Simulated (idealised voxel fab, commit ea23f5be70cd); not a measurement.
process module | voxel capacitor over wiring
cross-section cut | 255 nm wide | cells 5 nm
A cross-section is a grid of square cells, given in bands from the top down. A band is one or more rows of cells.
Each band's line starts with the height of the band's top and of its bottom, in nm. Then come its materials from left to right, each with its width in nm. One material with "throughout" fills the band from edge to edge. "air" is empty space.
Height 0 is the level under which the wafer as received is all one material. The lowest band goes on downwards, as in "0 down".
A width such as "30 to 40" changes by the same amount from each row of cells to the next, from the band's top row to its bottom row.
"no change" after a step means that no cell of the cross-section changed.
closed voids: empty space of 8 cells or more with no open way to the top, each as width x height at its distance from the left edge, in nm
after a step's settings: what the simulator itself notes on the step
overlay nm, on a step with a mask: how far to the right of its planned place the mask lay; to the left if negative
plan
1 op RECEIVE | material Si
2 op CONFORMAL_DEP | material SiO2 | thk nm 10
3 op DIRECTIONAL_DEP | material TiN | thk nm 5
4 op DIRECTIONAL_DEP | material W | thk nm 25
5 op MASKED_ETCH | tone cover | mask id METAL_1 | width nm 25 | pitch nm 80 | etch materials W | depth nm 25 | overlay nm 0
6 op MASKED_ETCH | tone cover | mask id METAL_1 | width nm 25 | pitch nm 80 | etch materials TiN | depth nm 5 | overlay nm 0
7 op CONFORMAL_DEP | material SiCN | thk nm 5
8 op FILL_DEP | material lowk | thk nm 10
9 op CMP | height nm 40
10 op CONFORMAL_DEP | material SiCN | thk nm 5
11 op DIRECTIONAL_DEP | material lowk | thk nm 15
12 op PATTERN | tone open | mask id PLUG_1 | material resist | width nm 15 | thk nm 20 | overlay nm 0
13 op DIRECTIONAL_ETCH | etch materials lowk | depth nm 15
14 op DIRECTIONAL_ETCH | etch materials SiCN | depth nm 5
15 op STRIP | etch materials resist
16 op CONFORMAL_DEP | material TiN | thk nm 5
17 op FILL_DEP | material Cu | thk nm 10
18 op CMP | height nm 60
19 op DIRECTIONAL_DEP | material TiN | thk nm 5
20 op DIRECTIONAL_DEP | material HfO2 | thk nm 5
21 op DIRECTIONAL_DEP | material TiN | thk nm 5
22 op MASKED_ETCH | tone cover | mask id UPPER_PLATE | width nm 60 | etch materials TiN | depth nm 5 | overlay nm 0
23 op MASKED_ETCH | tone cover | mask id UPPER_PLATE | width nm 60 | etch materials HfO2 | depth nm 5 | overlay nm 0
24 op MASKED_ETCH | tone cover | mask id LOWER_PLATE | width nm 70 | etch materials TiN | depth nm 5 | overlay nm 0
25 op FILL_DEP | material SiO2 | thk nm 15
26 op CMP | height nm 85
27 op MASKED_ETCH | tone open | mask id PLUG_2 | width nm 15 | etch materials SiO2 | depth nm 10 | overlay nm 0
28 op CONFORMAL_DEP | material TiN | thk nm 5
29 op FILL_DEP | material W | thk nm 10
30 op CMP | height nm 85
31 op CONFORMAL_DEP | material SiCN | thk nm 5
first wafer, as planned
as received, after step 1
  0 down: Si throughout
  closed voids: none
after step 2
  10 to 0: SiO2 throughout
  below 0: unchanged
after step 3
  15 to 10: TiN throughout
  below 10: unchanged
after step 4
  40 to 15: W throughout
  below 15: unchanged
after step 5
  40 to 15: air 75 | W 25 | air 55 | W 25 | air 75
  below 15: unchanged
after step 6
  40 to 15: air 75 | W 25 | air 55 | W 25 | air 75
  15 to 10: air 75 | TiN 25 | air 55 | TiN 25 | air 75
  below 10: unchanged
after step 7
  45 to 40: air 70 | SiCN 35 | air 45 | SiCN 35 | air 70
  40 to 15: air 70 | SiCN 5 | W 25 | SiCN 5 | air 45 | SiCN 5 | W 25 | SiCN 5 | air 70
  15 to 10: SiCN 75 | TiN 25 | SiCN 55 | TiN 25 | SiCN 75
  below 10: unchanged
after step 8
  55 to 45: lowk throughout
  45 to 40: lowk 70 | SiCN 35 | lowk 45 | SiCN 35 | lowk 70
  40 to 15: lowk 70 | SiCN 5 | W 25 | SiCN 5 | lowk 45 | SiCN 5 | W 25 | SiCN 5 | lowk 70
  below 15: unchanged
after step 9
  40 to 15: lowk 70 | SiCN 5 | W 25 | SiCN 5 | lowk 45 | SiCN 5 | W 25 | SiCN 5 | lowk 70
  below 15: unchanged
after step 10
  45 to 40: SiCN throughout
  below 40: unchanged
after step 11
  60 to 45: lowk throughout
  below 45: unchanged
after step 12
  80 to 60: resist 85 | air 15 | resist 155
  below 60: unchanged
after step 13
  80 to 60: resist 85 | air 15 | resist 155
  60 to 45: lowk 85 | air 15 | lowk 155
  below 45: unchanged
after step 14
  80 to 60: resist 85 | air 15 | resist 155
  60 to 45: lowk 85 | air 15 | lowk 155
  45 to 40: SiCN 85 | air 15 | SiCN 155
  below 40: unchanged
after step 15
  60 to 45: lowk 85 | air 15 | lowk 155
  below 45: unchanged
after step 16
  65 to 60: TiN 90 | air 5 | TiN 160
  60 to 45: lowk 85 | TiN 5 | air 5 | TiN 5 | lowk 155
  45 to 40: SiCN 85 | TiN 15 | SiCN 155
  below 40: unchanged
after step 17
  75 to 65: Cu throughout
  65 to 60: TiN 90 | Cu 5 | TiN 160
  60 to 45: lowk 85 | TiN 5 | Cu 5 | TiN 5 | lowk 155
  below 45: unchanged
after step 18
  60 to 45: lowk 85 | TiN 5 | Cu 5 | TiN 5 | lowk 155
  below 45: unchanged
after step 19
  65 to 60: TiN throughout
  below 60: unchanged
after step 20
  70 to 65: HfO2 throughout
  below 65: unchanged
after step 21
  75 to 70: TiN throughout
  below 70: unchanged
after step 22
  75 to 70: air 85 | TiN 60 | air 110
  below 70: unchanged
after step 23
  75 to 70: air 85 | TiN 60 | air 110
  70 to 65: air 85 | HfO2 60 | air 110
  below 65: unchanged
after step 24
  75 to 70: air 85 | TiN 60 | air 110
  70 to 65: air 85 | HfO2 60 | air 110
  65 to 60: air 80 | TiN 70 | air 105
  below 60: unchanged
after step 25
  90 to 75: SiO2 throughout
  75 to 70: SiO2 85 | TiN 60 | SiO2 110
  70 to 65: SiO2 85 | HfO2 60 | SiO2 110
  65 to 60: SiO2 80 | TiN 70 | SiO2 105
  below 60: unchanged
after step 26
  85 to 75: SiO2 throughout
  below 75: unchanged
after step 27
  85 to 75: SiO2 95 | air 15 | SiO2 145
  below 75: unchanged
after step 28
  90 to 85: TiN 100 | air 5 | TiN 150
  85 to 80: SiO2 95 | TiN 5 | air 5 | TiN 5 | SiO2 145
  80 to 70: SiO2 95 to 85 | TiN 15 to 60 | SiO2 145 to 110
  below 70: unchanged
after step 29
  100 to 90: W throughout
  90 to 85: TiN 100 | W 5 | TiN 150
  85 to 80: SiO2 95 | TiN 5 | W 5 | TiN 5 | SiO2 145
  below 80: unchanged
after step 30
  85 to 80: SiO2 95 | TiN 5 | W 5 | TiN 5 | SiO2 145
  below 80: unchanged
after step 31
  90 to 85: SiCN throughout
  below 85: unchanged
second wafer: like start, like plan, one mistake. Through step 18 it matches the first wafer
when step 19 should have ended
  65 to 60: HfO2 throughout
  below 60: unchanged
when step 20 should have ended
  70 to 60: HfO2 throughout
  below 60: unchanged
when step 21 should have ended
  75 to 70: TiN throughout
  below 70: unchanged
when step 22 should have ended
  75 to 70: air 85 | TiN 60 | air 110
  below 70: unchanged
when step 23 should have ended
  75 to 70: air 85 | TiN 60 | air 110
  70 to 65: air 85 | HfO2 60 | air 110
  below 65: unchanged
when step 24 should have ended: no change
when step 25 should have ended
  90 to 75: SiO2 throughout
  75 to 70: SiO2 85 | TiN 60 | SiO2 110
  70 to 65: SiO2 85 | HfO2 60 | SiO2 110
  below 65: unchanged
when step 26 should have ended
  85 to 75: SiO2 throughout
  below 75: unchanged
when step 27 should have ended
  85 to 75: SiO2 95 | air 15 | SiO2 145
  below 75: unchanged
when step 28 should have ended
  90 to 85: TiN 100 | air 5 | TiN 150
  85 to 80: SiO2 95 | TiN 5 | air 5 | TiN 5 | SiO2 145
  80 to 70: SiO2 95 to 85 | TiN 15 to 60 | SiO2 145 to 110
  below 70: unchanged
when step 29 should have ended
  100 to 90: W throughout
  90 to 85: TiN 100 | W 5 | TiN 150
  85 to 80: SiO2 95 | TiN 5 | W 5 | TiN 5 | SiO2 145
  below 80: unchanged
when step 30 should have ended
  85 to 80: SiO2 95 | TiN 5 | W 5 | TiN 5 | SiO2 145
  below 80: unchanged
when step 31 should have ended
  90 to 85: SiCN throughout
  below 85: unchanged
what went wrong: step 19 ran as: op DIRECTIONAL_DEP | material HfO2 | thk nm 5
at the end the second wafer has, in cells: 51 more of HfO2 | 37 fewer of SiO2 | 14 fewer of TiN
